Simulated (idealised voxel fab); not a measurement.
process module | voxel released beams
cross-section cut | 205 nm wide | cells 5 nm
A cross-section is a grid of square cells, given in bands from the top down. A band is one or more rows of cells.
Each band's line starts with the height of the band's top and of its bottom, in nm. Then come its materials from left to right, each with its width in nm. One material with "throughout" fills the band from edge to edge. "air" is empty space.
Height 0 is the level under which the wafer as received is all one material. The lowest band goes on downwards, as in "0 down".
A width such as "30 to 40" changes by the same amount from each row of cells to the next, from the band's top row to its bottom row.
"no change" after a step means that no cell of the cross-section changed.
closed voids: empty space of 8 cells or more with no open way to the top, each as width x height at its distance from the left edge, in nm
after a step's settings: what the simulator itself notes on the step
overlay nm, on a step with a mask: how far to the right of its planned place the mask lay; to the left if negative
plan
1 op RECEIVE | material Si
2 op CONFORMAL_DEP | material Al2O3 | thk nm 10
3 op DIRECTIONAL_DEP | material SiO2 | thk nm 15
4 op PATTERN | tone open | mask id ANCHOR | material resist | width nm 35 | thk nm 20 | overlay nm 0
5 op DIRECTIONAL_ETCH | etch materials SiO2 | depth nm 15
6 op STRIP | etch materials resist
7 op CONFORMAL_DEP | material polySi | thk nm 10
8 op DIRECTIONAL_DEP | material aC | thk nm 5
9 op PATTERN | tone cover | mask id BEAM | material resist | width nm 100 | thk nm 30 | overlay nm 0
10 op DIRECTIONAL_ETCH | etch materials aC | depth nm 10
11 op STRIP | etch materials resist
12 op DIRECTIONAL_ETCH | etch materials polySi | depth nm 10
13 op STRIP | etch materials aC
14 op STRIP | etch materials SiO2
varied across the wafers: thk nm of step 8. The plan shows the first wafer's value. All wafers start alike
first wafer as received, after step 1
  0 down: Si throughout
  closed voids: none
each wafer at the end: cells of each material gained (+) or lost (-) since it was received, then its closed voids
thk nm 5 | +82 Al2O3 | +52 polySi | closed voids: none
thk nm 10 | +82 Al2O3 | +52 polySi | closed voids: none
thk nm 15 | +82 Al2O3 | +102 SiO2 | +94 polySi | closed voids: none
thk nm 20 | +82 Al2O3 | +102 SiO2 | +94 polySi | closed voids: none
thk nm 25 | +82 Al2O3 | +102 SiO2 | +94 polySi | closed voids: none
